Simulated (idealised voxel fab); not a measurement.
process module | voxel tone inversion
cross-section cut | 210 nm wide | cells 5 nm
A cross-section is a grid of square cells, given in bands from the top down. A band is one or more rows of cells.
Each band's line starts with the height of the band's top and of its bottom, in nm. Then come its materials from left to right, each with its width in nm. One material with "throughout" fills the band from edge to edge. "air" is empty space.
Height 0 is the level under which the wafer as received is all one material. The lowest band goes on downwards, as in "0 down".
A width such as "30 to 40" changes by the same amount from each row of cells to the next, from the band's top row to its bottom row.
"no change" after a step means that no cell of the cross-section changed.
closed voids: empty space of 8 cells or more with no open way to the top, each as width x height at its distance from the left edge, in nm
after a step's settings: what the simulator itself notes on the step
overlay nm, on a step with a mask: how far to the right of its planned place the mask lay; to the left if negative
plan
1 op RECEIVE | material Si
2 op CONFORMAL_DEP | material SiN | thk nm 5
3 op DIRECTIONAL_DEP | material polySi | thk nm 20
4 op PATTERN | tone cover | mask id POSTS | material resist | width nm 20 | pitch nm 45 | thk nm 30 | overlay nm 0
5 op DIRECTIONAL_ETCH | etch materials polySi | depth nm 20
6 op STRIP | etch materials resist
7 op FILL_DEP | material SiO2 | thk nm 5
8 op CMP | height nm 25
9 op STRIP | etch materials polySi
10 op CONFORMAL_DEP | material TiN | thk nm 5
11 op FILL_DEP | material Cu | thk nm 10
12 op CMP | height nm 25
13 op CONFORMAL_DEP | material SiN | thk nm 5
as received, after step 1
  0 down: Si throughout
  closed voids: none
a wafer at the end: this start, this plan, one mistake
  30 to 25: SiN throughout
  25 to 10: SiO2 40 | TiN 5 | Cu 10 | TiN 5 | SiO2 25 | TiN 5 | Cu 10 | TiN 5 | SiO2 25 | TiN 5 | Cu 10 | TiN 5 | SiO2 60
  10 to 5: SiO2 40 | TiN 20 | SiO2 25 | TiN 20 | SiO2 25 | TiN 20 | SiO2 60
  5 to 0: SiN throughout
  0 down: Si throughout
  closed voids: none
what went wrong: step 4 ran as: op PATTERN | tone cover | mask id POSTS | material resist | width nm 20 | pitch nm 45 | thk nm 30 | overlay nm -10
